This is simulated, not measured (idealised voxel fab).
This section sets out a process module, namely voxel capacitor over wiring.
Displayed cross-section: cut, width of 240 nm, square cells sized 5 nm.
Cross-section, as written here: a square-cell grid given band by band from the top down, where a band holds one or more rows of cells.
Heads up on the band format: heights come first, top then bottom, in nm. After that it's the materials left to right, each with its width in nm. A single material flagged "everywhere" fills the whole band edge to edge, and "empty" means there's empty space there.
Where do heights start? At 0: under that level the wafer as delivered is made of one material only. And the lowest band has no floor; it just carries on downward, as in "0 and below".
Width: "30..40" (first number = top row, second number = bottom row, same change from row to row of cells).
Given "identical to before" for a step, no cell of the cross-section differs between before and after that step.
Internal closed voids: empty space of 8 cells or more with no open way to the top, each as width x height at its distance from the left edge, in nm
Note: text after step settings on the step line = simulator remark on that step.
A step's line can hold "overlay nm"; with a mask on that step, the setting says how far right of the planned place the mask lay, while a negative setting says it lay to the left.

The planned process steps are enumerated hereunder:
1. RECEIVE | material Si
2. CONFORMAL_DEP | material SiO2 | thk nm 15
3. DIRECTIONAL_DEP | material TiN | thk nm 5
4. DIRECTIONAL_DEP | material W | thk nm 15
5. MASKED_ETCH | tone cover | mask id METAL_1 | width nm 30 | pitch nm 90 | etch materials W | depth nm 15 | overlay nm 0
6. MASKED_ETCH | tone cover | mask id METAL_1 | width nm 30 | pitch nm 90 | etch materials TiN | depth nm 5 | overlay nm 0
7. FILL_DEP | material SiO2 | thk nm 5
8. CMP | height nm 35
9. CONFORMAL_DEP | material SiCN | thk nm 5
10. DIRECTIONAL_DEP | material SiO2 | thk nm 20
11. DIRECTIONAL_DEP | material aC | thk nm 10
12. PATTERN | tone open | mask id PLUG_1 | material resist | width nm 15 | thk nm 30 | overlay nm 0
13. DIRECTIONAL_ETCH | etch materials aC | depth nm 10
14. STRIP | etch materials resist
15. DIRECTIONAL_ETCH | etch materials SiO2 | depth nm 20
16. DIRECTIONAL_ETCH | etch materials SiCN | depth nm 5
17. STRIP | etch materials aC
18. EPI | material Ru | thk nm 10
19. EPI | material Ru | thk nm 10
20. EPI | material Ru | thk nm 5
21. DIRECTIONAL_DEP | material TiN | thk nm 5
22. DIRECTIONAL_DEP | material SiN | thk nm 5
23. DIRECTIONAL_DEP | material TiN | thk nm 5
24. MASKED_ETCH | tone cover | mask id UPPER_PLATE | width nm 65 | etch materials TiN | depth nm 5 | overlay nm 0
25. MASKED_ETCH | tone cover | mask id UPPER_PLATE | width nm 65 | etch materials SiN | depth nm 5 | overlay nm 0
26. MASKED_ETCH | tone cover | mask id LOWER_PLATE | width nm 75 | etch materials TiN | depth nm 5 | overlay nm 0
27. FILL_DEP | material SiO2 | thk nm 20
28. CMP | height nm 90
29. DIRECTIONAL_DEP | material aC | thk nm 10
30. PATTERN | tone open | mask id PLUG_2 | material resist | width nm 15 | thk nm 30 | overlay nm 0
31. DIRECTIONAL_ETCH | etch materials aC | depth nm 10
32. STRIP | etch materials resist
33. DIRECTIONAL_ETCH | etch materials SiO2 | depth nm 15
34. STRIP | etch materials aC
35. CONFORMAL_DEP | material TiN | thk nm 5
36. FILL_DEP | material W | thk nm 5
37. CMP | height nm 90
38. CONFORMAL_DEP | material SiCN | thk nm 5

Concerning the first of two wafers, which was run in accordance with the plan:

This is the cross-section of the wafer as we received it, i.e. after step 1:
* 0 and below | Si everywhere
* Internal closed voids: none

Sectional view: wafer, after step 2:
* 15 down to 0 | SiO2 everywhere
* Below 0, the layers are the same as they were.

Sectional view: wafer, after step 3:
* 20 down to 15 | TiN everywhere
* Below 15, the layers are the same as they were.

Sectional view: wafer, after step 4:
* 35 down to 20 | W everywhere
* Below 20, the layers are the same as they were.

Sectional view: wafer, after step 5:
* 35 down to 20 | empty: 60, then W: 30, then empty: 60, then W: 30, then empty: 60
* Below 20, the layers are the same as they were.

Sectional view: wafer, after step 6:
* 35 down to 20 | empty: 60, then W: 30, then empty: 60, then W: 30, then empty: 60
* 20 down to 15 | empty: 60, then TiN: 30, then empty: 60, then TiN: 30, then empty: 60
* Below 15, the layers are the same as they were.

Sectional view: wafer, after step 7:
* 40 down to 35 | SiO2 everywhere
* 35 down to 20 | SiO2: 60, then W: 30, then SiO2: 60, then W: 30, then SiO2: 60
* 20 down to 15 | SiO2: 60, then TiN: 30, then SiO2: 60, then TiN: 30, then SiO2: 60
* Below 15, the layers are the same as they were.

Sectional view: wafer, after step 8:
* 35 down to 20 | SiO2: 60, then W: 30, then SiO2: 60, then W: 30, then SiO2: 60
* Below 20, the layers are the same as they were.

Sectional view: wafer, after step 9:
* 40 down to 35 | SiCN everywhere
* Below 35, the layers are the same as they were.

Sectional view: wafer, after step 10:
* 60 down to 40 | SiO2 everywhere
* Below 40, the layers are the same as they were.

Sectional view: wafer, after step 11:
* 70 down to 60 | aC everywhere
* Below 60, the layers are the same as they were.

Sectional view: wafer, after step 12:
* 100 down to 70 | resist: 75, then empty: 15, then resist: 150
* Below 70, the layers are the same as they were.

Sectional view: wafer, after step 13:
* 90 down to 70 | resist: 75, then empty: 15, then resist: 150
* 70 down to 60 | aC: 75, then empty: 15, then aC: 150
* Below 60, the layers are the same as they were.

Sectional view: wafer, after step 14:
* 70 down to 60 | aC: 75, then empty: 15, then aC: 150
* Below 60, the layers are the same as they were.

Sectional view: wafer, after step 15:
* 70 down to 60 | aC: 75, then empty: 15, then aC: 150
* 60 down to 40 | SiO2: 75, then empty: 15, then SiO2: 150
* Below 40, the layers are the same as they were.

Sectional view: wafer, after step 16:
* 70 down to 60 | aC: 75, then empty: 15, then aC: 150
* 60 down to 40 | SiO2: 75, then empty: 15, then SiO2: 150
* 40 down to 35 | SiCN: 75, then empty: 15, then SiCN: 150
* Below 35, the layers are the same as they were.

Sectional view: wafer, after step 17:
* 60 down to 40 | SiO2: 75, then empty: 15, then SiO2: 150
* Below 40, the layers are the same as they were.

Sectional view: wafer, after step 18:
* 60 down to 45 | SiO2: 75, then empty: 15, then SiO2: 150
* 45 down to 40 | SiO2: 75, then Ru: 15, then SiO2: 150
* 40 down to 35 | SiCN: 75, then Ru: 15, then SiCN: 150
* Below 35, the layers are the same as they were.

Sectional view: wafer, after step 19:
* 60 down to 55 | SiO2: 75, then empty: 15, then SiO2: 150
* 55 down to 40 | SiO2: 75, then Ru: 15, then SiO2: 150
* Below 40, the layers are the same as they were.

Sectional view: wafer, after step 20:
* 60 down to 40 | SiO2: 75, then Ru: 15, then SiO2: 150
* Below 40, the layers are the same as they were.

Sectional view: wafer, after step 21:
* 65 down to 60 | TiN everywhere
* Below 60, the layers are the same as they were.

Sectional view: wafer, after step 22:
* 70 down to 65 | SiN everywhere
* Below 65, the layers are the same as they were.

Sectional view: wafer, after step 23:
* 75 down to 70 | TiN everywhere
* Below 70, the layers are the same as they were.

Sectional view: wafer, after step 24:
* 75 down to 70 | empty: 75, then TiN: 65, then empty: 100
* Below 70, the layers are the same as they were.

Sectional view: wafer, after step 25:
* 75 down to 70 | empty: 75, then TiN: 65, then empty: 100
* 70 down to 65 | empty: 75, then SiN: 65, then empty: 100
* Below 65, the layers are the same as they were.

Sectional view: wafer, after step 26:
* 75 down to 70 | empty: 75, then TiN: 65, then empty: 100
* 70 down to 65 | empty: 75, then SiN: 65, then empty: 100
* 65 down to 60 | empty: 70, then TiN: 75, then empty: 95
* Below 60, the layers are the same as they were.

Sectional view: wafer, after step 27:
* 95 down to 75 | SiO2 everywhere
* 75 down to 70 | SiO2: 75, then TiN: 65, then SiO2: 100
* 70 down to 65 | SiO2: 75, then SiN: 65, then SiO2: 100
* 65 down to 60 | SiO2: 70, then TiN: 75, then SiO2: 95
* Below 60, the layers are the same as they were.

Sectional view: wafer, after step 28:
* 90 down to 75 | SiO2 everywhere
* Below 75, the layers are the same as they were.

Sectional view: wafer, after step 29:
* 100 down to 90 | aC everywhere
* Below 90, the layers are the same as they were.

Sectional view: wafer, after step 30:
* 130 down to 100 | resist: 85, then empty: 15, then resist: 140
* Below 100, the layers are the same as they were.

Sectional view: wafer, after step 31:
* 120 down to 100 | resist: 85, then empty: 15, then resist: 140
* 100 down to 90 | aC: 85, then empty: 15, then aC: 140
* Below 90, the layers are the same as they were.

Sectional view: wafer, after step 32:
* 100 down to 90 | aC: 85, then empty: 15, then aC: 140
* Below 90, the layers are the same as they were.

Sectional view: wafer, after step 33:
* 100 down to 90 | aC: 85, then empty: 15, then aC: 140
* 90 down to 75 | SiO2: 85, then empty: 15, then SiO2: 140
* Below 75, the layers are the same as they were.

Sectional view: wafer, after step 34:
* 90 down to 75 | SiO2: 85, then empty: 15, then SiO2: 140
* Below 75, the layers are the same as they were.

Sectional view: wafer, after step 35:
* 95 down to 90 | TiN: 90, then empty: 5, then TiN: 145
* 90 down to 80 | SiO2: 85, then TiN: 5, then empty: 5, then TiN: 5, then SiO2: 140
* 80 down to 70 | SiO2: 85..75, then TiN: 15..65, then SiO2: 140..100
* Below 70, the layers are the same as they were.

Sectional view: wafer, after step 36:
* 100 down to 95 | W everywhere
* 95 down to 90 | TiN: 90, then W: 5, then TiN: 145
* 90 down to 80 | SiO2: 85, then TiN: 5, then W: 5, then TiN: 5, then SiO2: 140
* Below 80, the layers are the same as they were.

Sectional view: wafer, after step 37:
* 90 down to 80 | SiO2: 85, then TiN: 5, then W: 5, then TiN: 5, then SiO2: 140
* Below 80, the layers are the same as they were.

Sectional view: wafer, after step 38:
* 95 down to 90 | SiCN everywhere
* Below 90, the layers are the same as they were.

Second wafer: like start, like plan, one mistake. Through step 29 it matches the first wafer:

Cross-section: second wafer, time at which step 30 was scheduled to end:
* 130 down to 100 | resist: 85, then empty: 20, then resist: 135
* Below 100, the layers are the same as they were.

Cross-section: second wafer, time at which step 31 was scheduled to end:
* 120 down to 100 | resist: 85, then empty: 20, then resist: 135
* 100 down to 90 | aC: 85, then empty: 20, then aC: 135
* Below 90, the layers are the same as they were.

Cross-section: second wafer, time at which step 32 was scheduled to end:
* 100 down to 90 | aC: 85, then empty: 20, then aC: 135
* Below 90, the layers are the same as they were.

Cross-section: second wafer, time at which step 33 was scheduled to end:
* 100 down to 90 | aC: 85, then empty: 20, then aC: 135
* 90 down to 75 | SiO2: 85, then empty: 20, then SiO2: 135
* Below 75, the layers are the same as they were.

Cross-section: second wafer, time at which step 34 was scheduled to end:
* 90 down to 75 | SiO2: 85, then empty: 20, then SiO2: 135
* Below 75, the layers are the same as they were.

Cross-section: second wafer, time at which step 35 was scheduled to end:
* 95 down to 90 | TiN: 90, then empty: 10, then TiN: 140
* 90 down to 80 | SiO2: 85, then TiN: 5, then empty: 10, then TiN: 5, then SiO2: 135
* 80 down to 70 | SiO2: 85..75, then TiN: 20..65, then SiO2: 135..100
* Below 70, the layers are the same as they were.

Cross-section: second wafer, time at which step 36 was scheduled to end:
* 100 down to 95 | W everywhere
* 95 down to 90 | TiN: 90, then W: 10, then TiN: 140
* 90 down to 80 | SiO2: 85, then TiN: 5, then W: 10, then TiN: 5, then SiO2: 135
* Below 80, the layers are the same as they were.

Cross-section: second wafer, time at which step 37 was scheduled to end:
* 90 down to 80 | SiO2: 85, then TiN: 5, then W: 10, then TiN: 5, then SiO2: 135
* Below 80, the layers are the same as they were.

Cross-section: second wafer, time at which step 38 was scheduled to end:
* 95 down to 90 | SiCN everywhere
* Below 90, the layers are the same as they were.
What was the processing mistake? step 30 deviated from plan and actually ran as PATTERN | tone open | mask id PLUG_2 | material resist | width nm 20 | thk nm 30 | overlay nm 0
The closing comparison, in cells, has the second wafer with more or fewer of some materials than the first: SiO2: 3 fewer | TiN: 1 more | W: 2 more
